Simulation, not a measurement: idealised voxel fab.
Module name: voxel wiring stack (process module)
It is cross-section cut that appears here, measuring 205 nm in width, its square cells being 5 nm in size.
Each cross-section below is a grid of square cells, stated as bands in top-down order, with one or more rows of cells making up each band. Band entry format. Leading values: height of top, height of bottom, nm. Remainder: materials in left-to-right order, each with its width in nm. Special words: "all across" on a single material, which then fills the band edge to edge; "empty", empty space. Heights are reckoned from 0. Under this level, the received wafer is all of one material. The bottommost band is open-ended downward, for example "from 0 down". Graded width ("30 to 40"): value in top row of band = first number; value in bottom row = second number; row-to-row change constant. No cell of the cross-section changed in a step that is given as "no alterations made". "Enclosed cavity list" enumerates empty spaces isolated from the top, with no open way to it, that contain at least 8 cells, giving each as width x height at distance from the left edge, all three in nm. Past the settings on a step's line: simulator remark, on that step. overlay nm: on a step with a mask, how far right of its planned place the mask lay; negative means left.

## The steps planned for the process are as follows
step 1: RECEIVE, material Si
step 2: CONFORMAL_DEP, material SiO2, thk nm 15
step 3: CONFORMAL_DEP, material SiCN, thk nm 5
step 4: DIRECTIONAL_DEP, material lowk, thk nm 25
step 5: DIRECTIONAL_DEP, material aC, thk nm 10
step 6: PATTERN, tone open, mask id METAL_1, material resist, width nm 25, pitch nm 50, thk nm 30, overlay nm 0
step 7: DIRECTIONAL_ETCH, etch materials aC, depth nm 10
step 8: STRIP, etch materials resist
step 9: DIRECTIONAL_ETCH, etch materials lowk, depth nm 25
step 10: DIRECTIONAL_ETCH, etch materials SiCN, depth nm 5
step 11: STRIP, etch materials aC
step 12: CONFORMAL_DEP, material TiN, thk nm 5
step 13: FILL_DEP, material Cu, thk nm 10
step 14: CMP, height nm 45
step 15: CONFORMAL_DEP, material SiCN, thk nm 5
step 16: DIRECTIONAL_DEP, material lowk, thk nm 15
step 17: DIRECTIONAL_DEP, material aC, thk nm 15
step 18: PATTERN, tone open, mask id PLUG_1, material resist, width nm 15, pitch nm 50, thk nm 30, overlay nm 0
step 19: DIRECTIONAL_ETCH, etch materials aC, depth nm 15
step 20: STRIP, etch materials resist
step 21: DIRECTIONAL_ETCH, etch materials lowk, depth nm 15
step 22: DIRECTIONAL_ETCH, etch materials SiCN, depth nm 5
step 23: STRIP, etch materials aC
step 24: CONFORMAL_DEP, material TiN, thk nm 5
step 25: FILL_DEP, material Ru, thk nm 5
step 26: CMP, height nm 65
step 27: DIRECTIONAL_DEP, material TiN, thk nm 5
step 28: DIRECTIONAL_DEP, material W, thk nm 20
step 29: MASKED_ETCH, tone cover, mask id METAL_2, width nm 25, pitch nm 50, etch materials W, depth nm 20, overlay nm 0
step 30: MASKED_ETCH, tone cover, mask id METAL_2, width nm 25, pitch nm 50, etch materials TiN, depth nm 5, overlay nm 0
step 31: FILL_DEP, material SiO2, thk nm 5
step 32: CMP, height nm 90
step 33: CONFORMAL_DEP, material SiN, thk nm 5

## Cross-section: wafer on arrival = after step 1
  from 0 down | Si all across
  Enclosed cavity list: none

## Final cross-section, module run with one mistake (start and plan as above)
  from 95 to 90 | SiN all across
  from 90 to 70 | SiO2=40 / W=30 / SiO2=20 / W=30 / SiO2=20 / W=30 / SiO2=35
  from 70 to 65 | SiO2=40 / TiN=30 / SiO2=20 / TiN=30 / SiO2=20 / TiN=30 / SiO2=35
  from 65 to 50 | lowk=40 / TiN=5 / Ru=5 / TiN=5 / lowk=35 / TiN=5 / Ru=5 / TiN=5 / lowk=35 / TiN=5 / Ru=5 / TiN=5 / lowk=50
  from 50 to 45 | SiCN=40 / TiN=15 / SiCN=35 / TiN=15 / SiCN=35 / TiN=15 / SiCN=50
  from 45 to 20 | lowk=40 / TiN=5 / Cu=15 / TiN=5 / lowk=25 / TiN=5 / Cu=15 / TiN=5 / lowk=25 / TiN=5 / Cu=15 / TiN=5 / lowk=40
  from 20 to 15 | SiCN=40 / TiN=25 / SiCN=25 / TiN=25 / SiCN=25 / TiN=25 / SiCN=40
  from 15 to 0 | SiO2 all across
  from 0 down | Si all across
  Enclosed cavity list: none
Finding, execution versus plan: it should be noted that step 29 was executed with settings other than those planned, the operation and settings actually applied being MASKED_ETCH, tone cover, mask id METAL_2, width nm 30, pitch nm 50, etch materials W, depth nm 20, overlay nm 0
